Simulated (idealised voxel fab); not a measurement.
voxel fin reveal: a process module
The figure presents cross-section cut, which has a width of 250 nm and is divided into square cells with an edge length of 5 nm.
Heads up, the way a cross-section reads in here is a grid of square cells, handed over as bands from the top down, with every band being one or more rows of cells. Band entry format. Leading values: height of top, height of bottom, nm. Remainder: materials in left-to-right order, each with its width in nm. Special words: "all across" on a single material, which then fills the band edge to edge; "air", empty space. Where do heights start? At 0: under that level the wafer as delivered is made of one material only. And the lowest band has no floor; it just carries on downward, as in "0 and below". Top row gets the first number, bottom row gets the second, and each row in between changes by the same step: that is how a band width like "30->40" works. Step note "no change occurred" = no cross-section cell changed. "Closed void entries" contains a list of empty spaces, each no smaller than 8 cells and without an open way to the top, written in the form width x height at distance with the distance from the left edge and all three in nm. Heads up: the bit after the settings on a step's line is the simulator's remark on that step. overlay nm: step with mask; distance mask lay right of planned place; negative value = left of planned place.
Here's what the planned process steps look like:
1 RECEIVE: material Si
2 CONFORMAL_DEP: material SiN, thk nm 10
3 DIRECTIONAL_DEP: material aC, thk nm 10
4 PATTERN: tone cover, mask id FINS, material resist, width nm 15, pitch nm 40, thk nm 25, overlay nm 0
5 DIRECTIONAL_ETCH: etch materials aC, depth nm 10
6 STRIP: etch materials resist
7 DIRECTIONAL_ETCH: etch materials SiN, depth nm 10
8 DIRECTIONAL_ETCH: etch materials Si, depth nm 40
9 STRIP: etch materials aC
10 OXIDIZE: depth nm 5
11 FILL_DEP: material SiO2, thk nm 15
12 CMP: height nm 10
13 SELECTIVE_ETCH: etch materials SiO2, depth nm 20
14 STRIP: etch materials SiN
The cross-section here shows the wafer as received, i.e. in its state after step 1:
    0 and below  Si all across
    Closed void entries: none
First wafer of two, sectioned at end of module; run went per plan:
    0 down to -10  100 air | 5 Si | 35 air | 5 Si | 105 air
    -10 down to -45  100 SiO2 | 5 Si | 35 SiO2 | 5 Si | 105 SiO2
    -45 and below  Si all across
    Closed void entries: none
Cross-section at end of module for the second wafer of two, which matched the first in starting point and plan and differed by one mistake in its processing:
    5 down to 0  95 SiO2 | 15 air | 25 SiO2 | 15 air | 100 SiO2
    0 down to -45  100 SiO2 | 5 Si | 35 SiO2 | 5 Si | 105 SiO2
    -45 and below  Si all across
    Closed void entries: none
Finding, execution versus plan: step 12 was left out
FYI, end of process, the second wafer has more or fewer cells of some materials than the first: SiO2: 140 more
